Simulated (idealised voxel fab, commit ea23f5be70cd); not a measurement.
process module | voxel self aligned contacts
cross-section cut | 255 nm wide | cells 5 nm
A cross-section is a grid of square cells, given in bands from the top down. A band is one or more rows of cells.
Each band's line starts with the height of the band's top and of its bottom, in nm. Then come its materials from left to right, each with its width in nm. One material with "throughout" fills the band from edge to edge. "air" is empty space.
Height 0 is the level under which the wafer as received is all one material. The lowest band goes on downwards, as in "0 down".
A width such as "30 to 40" changes by the same amount from each row of cells to the next, from the band's top row to its bottom row.
"no change" after a step means that no cell of the cross-section changed.
closed voids: empty space of 8 cells or more with no open way to the top, each as width x height at its distance from the left edge, in nm
after a step's settings: what the simulator itself notes on the step
overlay nm, on a step with a mask: how far to the right of its planned place the mask lay; to the left if negative
plan
1 op RECEIVE | material Si
2 op CONFORMAL_DEP | material SiO2 | thk nm 5
3 op DIRECTIONAL_DEP | material polySi | thk nm 30
4 op DIRECTIONAL_DEP | material SiN | thk nm 20
5 op MASKED_ETCH | tone cover | mask id GATE | width nm 35 | pitch nm 80 | etch materials SiN | depth nm 20 | overlay nm 0
6 op MASKED_ETCH | tone cover | mask id GATE | width nm 35 | pitch nm 80 | etch materials polySi | depth nm 30 | overlay nm 0
7 op CONFORMAL_DEP | material SiN | thk nm 10
8 op DIRECTIONAL_ETCH | etch materials SiN | depth nm 10
9 op FILL_DEP | material SiO2 | thk nm 15
10 op CMP | height nm 65
11 op PATTERN | tone open | mask id CONTACT | material resist | width nm 65 | thk nm 20 | overlay nm 0
12 op DIRECTIONAL_ETCH | etch materials SiO2 | depth nm 65
13 op STRIP | etch materials resist
14 op CONFORMAL_DEP | material TiN | thk nm 5
15 op FILL_DEP | material Ru | thk nm 5
16 op CMP | height nm 65
17 op CONFORMAL_DEP | material SiCN | thk nm 5
as received, after step 1
  0 down: Si throughout
  closed voids: none
a wafer at the end: this start, this plan, one mistake
  70 to 65: SiCN throughout
  65 to 60: TiN 100 | Ru 55 | TiN 100
  60 to 55: SiO2 95 | TiN 25 | Ru 15 | TiN 25 | SiO2 95
  55 to 35: SiO2 60 | SiN 55 | TiN 5 | Ru 15 | TiN 5 | SiN 55 | SiO2 60
  35 to 5: SiO2 60 | SiN 10 | polySi 35 | SiN 10 | TiN 5 | Ru 15 | TiN 5 | SiN 10 | polySi 35 | SiN 10 | SiO2 60
  5 to 0: SiO2 115 | TiN 25 | SiO2 115
  0 down: Si throughout
  closed voids: none
what went wrong: step 10 ran as: op CMP | height nm 60
